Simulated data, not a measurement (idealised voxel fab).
process module | voxel released beams
cross-section cut | 270 nm wide | cells 5 nm
A cross-section is a grid of square cells, given in bands from the top down. A band is one or more rows of cells.
Each band's line starts with the height of the band's top and of its bottom, in nm. Then come its materials from left to right, each with its width in nm. One material with "throughout" fills the band from edge to edge. "air" is empty space.
Height 0 is the level under which the wafer as received is all one material. The lowest band goes on downwards, as in "0 down".
A width such as "30 to 40" changes by the same amount from each row of cells to the next, from the band's top row to its bottom row.
"no change" after a step means that no cell of the cross-section changed.
closed voids: empty space of 8 cells or more with no open way to the top, each as width x height at its distance from the left edge, in nm
after a step's settings: what the simulator itself notes on the step
overlay nm, on a step with a mask: how far to the right of its planned place the mask lay; to the left if negative
plan
1 op RECEIVE | material Si
2 op CONFORMAL_DEP | material Al2O3 | thk nm 5
3 op DIRECTIONAL_DEP | material SiO2 | thk nm 10
4 op MASKED_ETCH | tone open | mask id ANCHOR | width nm 25 | etch materials SiO2 | depth nm 10 | overlay nm 0
5 op CONFORMAL_DEP | material W | thk nm 10
6 op MASKED_ETCH | tone cover | mask id BEAM | width nm 105 | etch materials W | depth nm 10 | overlay nm 0
7 op STRIP | etch materials SiO2
as received, after step 1
  0 down: Si throughout
  closed voids: none
a wafer at the end: this start, this plan, one mistake
  25 to 15: air 75 | W 20 | air 5 | W 80 | air 90
  15 to 5: air 85 | W 25 | air 160
  5 to 0: Al2O3 throughout
  0 down: Si throughout
  closed voids: none
what went wrong: step 6 ran as: op MASKED_ETCH | tone cover | mask id BEAM | width nm 105 | etch materials W | depth nm 10 | overlay nm -5
